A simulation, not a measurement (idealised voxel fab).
process module | voxel wiring stack
cross-section cut | 245 nm wide | cells 5 nm
A cross-section is a grid of square cells, given in bands from the top down. A band is one or more rows of cells.
Each band's line starts with the height of the band's top and of its bottom, in nm. Then come its materials from left to right, each with its width in nm. One material with "throughout" fills the band from edge to edge. "air" is empty space.
Height 0 is the level under which the wafer as received is all one material. The lowest band goes on downwards, as in "0 down".
A width such as "30 to 40" changes by the same amount from each row of cells to the next, from the band's top row to its bottom row.
"no change" after a step means that no cell of the cross-section changed.
closed voids: empty space of 8 cells or more with no open way to the top, each as width x height at its distance from the left edge, in nm
after a step's settings: what the simulator itself notes on the step
overlay nm, on a step with a mask: how far to the right of its planned place the mask lay; to the left if negative
plan
1 op RECEIVE | material Si
2 op CONFORMAL_DEP | material SiO2 | thk nm 10
3 op CONFORMAL_DEP | material SiN | thk nm 5
4 op DIRECTIONAL_DEP | material lowk | thk nm 20
5 op PATTERN | tone open | mask id METAL_1 | material resist | width nm 30 | pitch nm 45 | thk nm 15 | overlay nm 0
6 op DIRECTIONAL_ETCH | etch materials lowk | depth nm 20
7 op DIRECTIONAL_ETCH | etch materials SiN | depth nm 5
8 op STRIP | etch materials resist
9 op CONFORMAL_DEP | material TiN | thk nm 5
10 op FILL_DEP | material Ru | thk nm 5
11 op CMP | height nm 35
12 op EPI | material Ru | thk nm 5
13 op FILL_DEP | material SiCN | thk nm 5
14 op DIRECTIONAL_DEP | material lowk | thk nm 35
15 op DIRECTIONAL_DEP | material aC | thk nm 10
16 op PATTERN | tone open | mask id METAL_2 | material resist | width nm 30 | pitch nm 45 | thk nm 25 | overlay nm 0
17 op DIRECTIONAL_ETCH | etch materials aC | depth nm 10
18 op STRIP | etch materials resist
19 op DIRECTIONAL_ETCH | etch materials lowk | depth nm 20
20 op STRIP | etch materials aC
21 op DIRECTIONAL_DEP | material aC | thk nm 10
22 op PATTERN | tone open | mask id METAL_2_HOLES | material resist | width nm 15 | thk nm 30 | overlay nm 0
23 op DIRECTIONAL_ETCH | etch materials aC | depth nm 10
24 op STRIP | etch materials resist
25 op DIRECTIONAL_ETCH | etch materials lowk | depth nm 15
26 op DIRECTIONAL_ETCH | etch materials SiCN | depth nm 5
27 op STRIP | etch materials aC
28 op CONFORMAL_DEP | material TiN | thk nm 5
29 op FILL_DEP | material Cu | thk nm 5
30 op CMP | height nm 80
31 op CONFORMAL_DEP | material SiCN | thk nm 5
varied across the wafers: thk nm of step 3. The plan shows the first wafer's value. All wafers start alike
first wafer as received, after step 1
  0 down: Si throughout
  closed voids: none
each wafer at the end: cells of each material gained (+) or lost (-) since it was received, then its closed voids
thk nm 5 | +28 Cu | +48 Ru | +128 SiCN | +37 SiN | +98 SiO2 | +60 TiN | +434 lowk | closed voids: none
thk nm 10 | +28 Cu | +40 Ru | +128 SiCN | +86 SiN | +98 SiO2 | +56 TiN | +397 lowk | closed voids: none
thk nm 15 | +28 Cu | +32 Ru | +128 SiCN | +135 SiN | +98 SiO2 | +52 TiN | +360 lowk | closed voids: none
thk nm 20 | +28 Cu | +24 Ru | +128 SiCN | +184 SiN | +98 SiO2 | +48 TiN | +323 lowk | closed voids: none
